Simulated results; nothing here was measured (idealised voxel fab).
process module | voxel ribs on slabs
cross-section cut | 235 nm wide | cells 5 nm
A cross-section is a grid of square cells, given in bands from the top down. A band is one or more rows of cells.
Each band's line starts with the height of the band's top and of its bottom, in nm. Then come its materials from left to right, each with its width in nm. One material with "throughout" fills the band from edge to edge. "air" is empty space.
Height 0 is the level under which the wafer as received is all one material. The lowest band goes on downwards, as in "0 down".
A width such as "30 to 40" changes by the same amount from each row of cells to the next, from the band's top row to its bottom row.
"no change" after a step means that no cell of the cross-section changed.
closed voids: empty space of 8 cells or more with no open way to the top, each as width x height at its distance from the left edge, in nm
after a step's settings: what the simulator itself notes on the step
overlay nm, on a step with a mask: how far to the right of its planned place the mask lay; to the left if negative
plan
1 op RECEIVE | material Si
2 op DIRECTIONAL_DEP | material SiO2 | thk nm 30
3 op DIRECTIONAL_DEP | material polySi | thk nm 15
4 op MASKED_ETCH | tone cover | mask id RIB | width nm 30 | etch materials polySi | depth nm 10 | overlay nm 0
5 op PATTERN | tone cover | mask id SLAB | material resist | width nm 90 | thk nm 15 | overlay nm 0
6 op DIRECTIONAL_ETCH | etch materials polySi | depth nm 5
7 op STRIP | etch materials resist
8 op FILL_DEP | material SiO2 | thk nm 15
9 op CMP | height nm 55
10 op DIRECTIONAL_DEP | material TiN | thk nm 5
11 op DIRECTIONAL_DEP | material aC | thk nm 10
12 op PATTERN | tone cover | mask id HEATER | material resist | width nm 40 | thk nm 25 | overlay nm 0
13 op DIRECTIONAL_ETCH | etch materials aC | depth nm 10
14 op STRIP | etch materials resist
15 op DIRECTIONAL_ETCH | etch materials TiN | depth nm 5
16 op STRIP | etch materials aC
17 op CONFORMAL_DEP | material SiN | thk nm 10
first wafer, as planned
as received, after step 1
  0 down: Si throughout
  closed voids: none
after step 2
  30 to 0: SiO2 throughout
  below 0: unchanged
after step 3
  45 to 30: polySi throughout
  below 30: unchanged
after step 4
  45 to 35: air 100 | polySi 30 | air 105
  below 35: unchanged
after step 5
  60 to 45: air 70 | resist 90 | air 75
  45 to 35: air 70 | resist 30 | polySi 30 | resist 30 | air 75
  below 35: unchanged
after step 6
  60 to 45: air 70 | resist 90 | air 75
  45 to 35: air 70 | resist 30 | polySi 30 | resist 30 | air 75
  35 to 30: air 70 | polySi 90 | air 75
  below 30: unchanged
after step 7
  45 to 35: air 100 | polySi 30 | air 105
  below 35: unchanged
after step 8
  60 to 45: SiO2 throughout
  45 to 35: SiO2 100 | polySi 30 | SiO2 105
  35 to 30: SiO2 70 | polySi 90 | SiO2 75
  below 30: unchanged
after step 9
  55 to 45: SiO2 throughout
  below 45: unchanged
after step 10
  60 to 55: TiN throughout
  below 55: unchanged
after step 11
  70 to 60: aC throughout
  below 60: unchanged
after step 12
  95 to 70: air 95 | resist 40 | air 100
  below 70: unchanged
after step 13
  85 to 70: air 95 | resist 40 | air 100
  70 to 60: air 95 | aC 40 | air 100
  below 60: unchanged
after step 14
  70 to 60: air 95 | aC 40 | air 100
  below 60: unchanged
after step 15
  70 to 60: air 95 | aC 40 | air 100
  60 to 55: air 95 | TiN 40 | air 100
  below 55: unchanged
after step 16
  60 to 55: air 95 | TiN 40 | air 100
  below 55: unchanged
after step 17
  70 to 65: air 85 | SiN 60 | air 90
  65 to 60: SiN throughout
  60 to 55: SiN 95 | TiN 40 | SiN 100
  below 55: unchanged
second wafer: like start, like plan, one mistake. Through step 2 it matches the first wafer
when step 3 should have ended
  60 to 30: polySi throughout
  below 30: unchanged
when step 4 should have ended
  60 to 50: air 100 | polySi 30 | air 105
  below 50: unchanged
when step 5 should have ended
  75 to 60: air 70 | resist 90 | air 75
  60 to 50: air 70 | resist 30 | polySi 30 | resist 30 | air 75
  below 50: unchanged
when step 6 should have ended
  75 to 60: air 70 | resist 90 | air 75
  60 to 50: air 70 | resist 30 | polySi 30 | resist 30 | air 75
  50 to 45: air 70 | polySi 90 | air 75
  below 45: unchanged
when step 7 should have ended
  60 to 50: air 100 | polySi 30 | air 105
  below 50: unchanged
when step 8 should have ended
  75 to 60: SiO2 throughout
  60 to 50: SiO2 100 | polySi 30 | SiO2 105
  50 to 45: SiO2 70 | polySi 90 | SiO2 75
  below 45: unchanged
when step 9 should have ended
  55 to 45: SiO2 100 to 70 | polySi 30 to 90 | SiO2 105 to 75
  below 45: unchanged
when step 10 should have ended
  60 to 55: TiN throughout
  below 55: unchanged
when step 11 should have ended
  70 to 60: aC throughout
  below 60: unchanged
when step 12 should have ended
  95 to 70: air 95 | resist 40 | air 100
  below 70: unchanged
when step 13 should have ended
  85 to 70: air 95 | resist 40 | air 100
  70 to 60: air 95 | aC 40 | air 100
  below 60: unchanged
when step 14 should have ended
  70 to 60: air 95 | aC 40 | air 100
  below 60: unchanged
when step 15 should have ended
  70 to 60: air 95 | aC 40 | air 100
  60 to 55: air 95 | TiN 40 | air 100
  below 55: unchanged
when step 16 should have ended
  60 to 55: air 95 | TiN 40 | air 100
  below 55: unchanged
when step 17 should have ended
  70 to 65: air 85 | SiN 60 | air 90
  65 to 60: SiN throughout
  60 to 55: SiN 95 | TiN 40 | SiN 100
  below 55: unchanged
what went wrong: step 3 was run twice
at the end the second wafer has, in cells: 135 fewer of SiO2 | 135 more of polySi
